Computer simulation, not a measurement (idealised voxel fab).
The process module presented herein is designated voxel gate over fins.
Section cut is 250 nm wide and gridded with 5 nm square cells.
Square cells in a grid make up a cross-section in this document, and the grid is given as bands, listed from the top down, each one or more rows of cells. Top, bottom (nm), then materials left to right with widths (nm); lone material tagged "edge to edge" fills the whole band edge to edge; "empty" = empty space. Heights are expressed relative to 0, this being the level below which the as-received wafer comprises one material exclusively. The lowest band is unbounded in the downward direction and is denoted as in "0 -> down". The notation "30->40" denotes a width that varies across the rows of cells in the band, beginning at the first number in the top row, finishing at the second number in the bottom row, and changing by an identical amount from each row to the next. "stayed the same" (step): cross-section cells unchanged, all of them. "Closed-off voids": sealed empty spaces, 8 cells or more, no open way to top, listed width x height at distance, with distance from the left edge and width, height and distance in nm. What comes after the settings on a step's line is commentary from the simulator itself on that step. What "overlay nm" on a step's line means: if the step has a mask, that mask lay this far to the right of its planned place, or, when the value is negative, to the left.
# List of planned process steps
step 1: RECEIVE (material Si)
step 2: CONFORMAL_DEP (material SiN; thk nm 10)
step 3: DIRECTIONAL_DEP (material aC; thk nm 15)
step 4: PATTERN (tone cover; mask id FINS; material resist; width nm 15; pitch nm 35; thk nm 35; overlay nm 0)
step 5: DIRECTIONAL_ETCH (etch materials aC; depth nm 15)
step 6: STRIP (etch materials resist)
step 7: DIRECTIONAL_ETCH (etch materials SiN; depth nm 10)
step 8: DIRECTIONAL_ETCH (etch materials Si; depth nm 30)
step 9: STRIP (etch materials aC)
step 10: OXIDIZE (depth nm 5)
step 11: FILL_DEP (material SiO2; thk nm 5)
step 12: CMP (height nm 10)
step 13: SELECTIVE_ETCH (etch materials SiO2; depth nm 25)
step 14: STRIP (etch materials SiN)
step 15: CONFORMAL_DEP (material HfO2; thk nm 5)
step 16: CONFORMAL_DEP (material TiN; thk nm 5)
step 17: FILL_DEP (material W; thk nm 15)
step 18: CMP (height nm 20)
step 19: CONFORMAL_DEP (material SiCN; thk nm 5)
# The cross-section here shows the wafer as received, i.e. in its state after step 1
    0 -> down | Si edge to edge
    Closed-off voids: none
# Run as planned - first of the two wafers cross-sectioned at the end of the module
    25 -> 20 | SiCN edge to edge
    20 -> 10 | W edge to edge
    10 -> 5 | W: 95 / TiN: 25 / W: 10 / TiN: 25 / W: 95
    5 -> 0 | W: 95 / TiN: 5 / HfO2: 15 / TiN: 5 / W: 10 / TiN: 5 / HfO2: 15 / TiN: 5 / W: 95
    0 -> -5 | W: 95 / TiN: 5 / HfO2: 5 / Si: 5 / HfO2: 5 / TiN: 5 / W: 10 / TiN: 5 / HfO2: 5 / Si: 5 / HfO2: 5 / TiN: 5 / W: 95
    -5 -> -10 | TiN: 100 / HfO2: 5 / Si: 5 / HfO2: 5 / TiN: 20 / HfO2: 5 / Si: 5 / HfO2: 5 / TiN: 100
    -10 -> -15 | HfO2: 105 / Si: 5 / HfO2: 30 / Si: 5 / HfO2: 105
    -15 -> -35 | SiO2: 105 / Si: 5 / SiO2: 30 / Si: 5 / SiO2: 105
    -35 -> down | Si edge to edge
    Closed-off voids: none
# Cross-sectional view: second of two wafers, end of module; start and plan identical to the first, one mistake in running
    25 -> 20 | SiCN edge to edge
    20 -> 10 | W edge to edge
    10 -> 5 | W: 90 / TiN: 25 / W: 10 / TiN: 25 / W: 100
    5 -> 0 | W: 90 / TiN: 5 / HfO2: 15 / TiN: 5 / W: 10 / TiN: 5 / HfO2: 15 / TiN: 5 / W: 100
    0 -> -5 | W: 90 / TiN: 5 / HfO2: 5 / Si: 5 / HfO2: 5 / TiN: 5 / W: 10 / TiN: 5 / HfO2: 5 / Si: 5 / HfO2: 5 / TiN: 5 / W: 100
    -5 -> -10 | TiN: 95 / HfO2: 5 / Si: 5 / HfO2: 5 / TiN: 20 / HfO2: 5 / Si: 5 / HfO2: 5 / TiN: 105
    -10 -> -15 | HfO2: 100 / Si: 5 / HfO2: 30 / Si: 5 / HfO2: 110
    -15 -> -35 | SiO2: 100 / Si: 5 / SiO2: 30 / Si: 5 / SiO2: 110
    -35 -> down | Si edge to edge
    Closed-off voids: none
It is concluded that the wafer was processed incorrectly with respect to the plan, in that step 4 ran with different settings than intended, the actual operation and settings being PATTERN (tone cover; mask id FINS; material resist; width nm 15; pitch nm 35; thk nm 35; overlay nm -5)
Final wafers compared: equal cell tally per material, rearranged layout.
